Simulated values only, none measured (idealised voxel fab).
process module | voxel capacitor over wiring
cross-section cut | 145 nm wide | cells 5 nm
A cross-section is a grid of square cells, given in bands from the top down. A band is one or more rows of cells.
Each band's line starts with the height of the band's top and of its bottom, in nm. Then come its materials from left to right, each with its width in nm. One material with "throughout" fills the band from edge to edge. "air" is empty space.
Height 0 is the level under which the wafer as received is all one material. The lowest band goes on downwards, as in "0 down".
A width such as "30 to 40" changes by the same amount from each row of cells to the next, from the band's top row to its bottom row.
"no change" after a step means that no cell of the cross-section changed.
closed voids: empty space of 8 cells or more with no open way to the top, each as width x height at its distance from the left edge, in nm
after a step's settings: what the simulator itself notes on the step
overlay nm, on a step with a mask: how far to the right of its planned place the mask lay; to the left if negative
plan
1 op RECEIVE | material Si
2 op CONFORMAL_DEP | material SiO2 | thk nm 15
3 op CONFORMAL_DEP | material SiN | thk nm 5
4 op DIRECTIONAL_DEP | material SiO2 | thk nm 20
5 op DIRECTIONAL_DEP | material aC | thk nm 10
6 op PATTERN | tone open | mask id METAL_1 | material resist | width nm 20 | pitch nm 90 | thk nm 30 | overlay nm 0
7 op DIRECTIONAL_ETCH | etch materials aC | depth nm 10
8 op STRIP | etch materials resist
9 op DIRECTIONAL_ETCH | etch materials SiO2 | depth nm 20
10 op DIRECTIONAL_ETCH | etch materials SiN | depth nm 5
11 op STRIP | etch materials aC
12 op CONFORMAL_DEP | material TiN | thk nm 5
13 op FILL_DEP | material Cu | thk nm 10
14 op CMP | height nm 40
15 op CONFORMAL_DEP | material SiCN | thk nm 5
16 op DIRECTIONAL_DEP | material lowk | thk nm 15
17 op DIRECTIONAL_DEP | material aC | thk nm 15
18 op PATTERN | tone open | mask id PLUG_1 | material resist | width nm 15 | thk nm 35 | overlay nm 0
19 op DIRECTIONAL_ETCH | etch materials aC | depth nm 15
20 op STRIP | etch materials resist
21 op DIRECTIONAL_ETCH | etch materials lowk | depth nm 15
22 op DIRECTIONAL_ETCH | etch materials SiCN | depth nm 5
23 op STRIP | etch materials aC
24 op CONFORMAL_DEP | material TiN | thk nm 5
25 op FILL_DEP | material Cu | thk nm 5
26 op CMP | height nm 60
27 op DIRECTIONAL_DEP | material TiN | thk nm 5
28 op DIRECTIONAL_DEP | material SiN | thk nm 5
29 op DIRECTIONAL_DEP | material TiN | thk nm 5
30 op DIRECTIONAL_DEP | material aC | thk nm 10
31 op PATTERN | tone cover | mask id UPPER_PLATE | material resist | width nm 75 | thk nm 30 | overlay nm 0
32 op DIRECTIONAL_ETCH | etch materials aC | depth nm 10
33 op STRIP | etch materials resist
34 op DIRECTIONAL_ETCH | etch materials TiN | depth nm 5
35 op DIRECTIONAL_ETCH | etch materials SiN | depth nm 5
36 op STRIP | etch materials aC
37 op PATTERN | tone cover | mask id LOWER_PLATE | material resist | width nm 85 | thk nm 15 | overlay nm 0
38 op DIRECTIONAL_ETCH | etch materials TiN | depth nm 5
39 op STRIP | etch materials resist
40 op FILL_DEP | material SiO2 | thk nm 20
41 op CMP | height nm 90
42 op PATTERN | tone open | mask id PLUG_2 | material resist | width nm 15 | thk nm 15 | overlay nm 0
43 op DIRECTIONAL_ETCH | etch materials SiO2 | depth nm 15
44 op STRIP | etch materials resist
45 op CONFORMAL_DEP | material TiN | thk nm 5
46 op FILL_DEP | material Ru | thk nm 10
47 op CMP | height nm 90
48 op CONFORMAL_DEP | material SiN | thk nm 5
as received, after step 1
  0 down: Si throughout
  closed voids: none
a wafer at the end: this start, this plan, one mistake
  95 to 90: SiN throughout
  90 to 80: SiO2 30 | TiN 5 | Ru 5 | TiN 5 | SiO2 100
  80 to 70: SiO2 30 to 20 | TiN 15 to 75 | SiO2 100 to 50
  70 to 65: SiO2 20 | SiN 75 | SiO2 50
  65 to 60: SiO2 15 | TiN 85 | SiO2 45
  60 to 45: lowk 20 | TiN 5 | Cu 5 | TiN 5 | lowk 110
  45 to 40: SiCN 20 | TiN 15 | SiCN 110
  40 to 35: SiO2 15 | TiN 5 | Cu 10 | TiN 5 | SiO2 70 | TiN 5 | Cu 10 | TiN 5 | SiO2 20
  35 to 30: SiN 15 | TiN 20 | SiN 70 | TiN 20 | SiN 20
  30 to 0: SiO2 throughout
  0 down: Si throughout
  closed voids: none
what went wrong: step 2 was run twice
